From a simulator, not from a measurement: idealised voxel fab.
process module | voxel wiring stack
cross-section cut | 255 nm wide | cells 5 nm
A cross-section is a grid of square cells, given in bands from the top down. A band is one or more rows of cells.
Each band's line starts with the height of the band's top and of its bottom, in nm. Then come its materials from left to right, each with its width in nm. One material with "throughout" fills the band from edge to edge. "air" is empty space.
Height 0 is the level under which the wafer as received is all one material. The lowest band goes on downwards, as in "0 down".
A width such as "30 to 40" changes by the same amount from each row of cells to the next, from the band's top row to its bottom row.
"no change" after a step means that no cell of the cross-section changed.
closed voids: empty space of 8 cells or more with no open way to the top, each as width x height at its distance from the left edge, in nm
after a step's settings: what the simulator itself notes on the step
overlay nm, on a step with a mask: how far to the right of its planned place the mask lay; to the left if negative
plan
1 op RECEIVE | material Si
2 op CONFORMAL_DEP | material SiO2 | thk nm 10
3 op CONFORMAL_DEP | material SiCN | thk nm 5
4 op DIRECTIONAL_DEP | material SiO2 | thk nm 20
5 op DIRECTIONAL_DEP | material aC | thk nm 10
6 op PATTERN | tone open | mask id METAL_1 | material resist | width nm 30 | pitch nm 55 | thk nm 30 | overlay nm 0
7 op DIRECTIONAL_ETCH | etch materials aC | depth nm 10
8 op STRIP | etch materials resist
9 op DIRECTIONAL_ETCH | etch materials SiO2 | depth nm 20
10 op DIRECTIONAL_ETCH | etch materials SiCN | depth nm 5
11 op STRIP | etch materials aC
12 op CONFORMAL_DEP | material TiN | thk nm 5
13 op FILL_DEP | material Ru | thk nm 10
14 op CMP | height nm 35
15 op CONFORMAL_DEP | material SiCN | thk nm 5
16 op DIRECTIONAL_DEP | material lowk | thk nm 20
17 op DIRECTIONAL_DEP | material aC | thk nm 15
18 op PATTERN | tone open | mask id PLUG_1 | material resist | width nm 15 | thk nm 35 | overlay nm 0
19 op DIRECTIONAL_ETCH | etch materials aC | depth nm 15
20 op STRIP | etch materials resist
21 op DIRECTIONAL_ETCH | etch materials lowk | depth nm 20
22 op DIRECTIONAL_ETCH | etch materials SiCN | depth nm 5
23 op STRIP | etch materials aC
24 op CONFORMAL_DEP | material TiN | thk nm 5
25 op FILL_DEP | material Cu | thk nm 10
26 op CMP | height nm 60
27 op CONFORMAL_DEP | material SiN | thk nm 5
28 op DIRECTIONAL_DEP | material SiO2 | thk nm 25
29 op MASKED_ETCH | tone open | mask id METAL_2 | width nm 30 | pitch nm 55 | etch materials SiO2 | depth nm 25 | overlay nm 0
30 op MASKED_ETCH | tone open | mask id METAL_2 | width nm 30 | pitch nm 55 | etch materials SiN | depth nm 5 | overlay nm 0
31 op CONFORMAL_DEP | material TiN | thk nm 5
32 op FILL_DEP | material Ru | thk nm 5
33 op CMP | height nm 90
34 op CONFORMAL_DEP | material SiN | thk nm 5
varied across the wafers: thk nm of step 24. The plan shows the first wafer's value. All wafers start alike
first wafer as received, after step 1
  0 down: Si throughout
  closed voids: none
each wafer at the end: cells of each material gained (+) or lost (-) since it was received, then its closed voids
thk nm 5 | +4 Cu | +72 Ru | +87 SiCN | +90 SiN | +453 SiO2 | +71 TiN | +192 lowk | closed voids: none
thk nm 10 | +72 Ru | +87 SiCN | +90 SiN | +453 SiO2 | +75 TiN | +192 lowk | closed voids: none
thk nm 15 | +72 Ru | +87 SiCN | +90 SiN | +453 SiO2 | +75 TiN | +192 lowk | closed voids: none
thk nm 20 | +72 Ru | +87 SiCN | +90 SiN | +453 SiO2 | +75 TiN | +192 lowk | closed voids: none
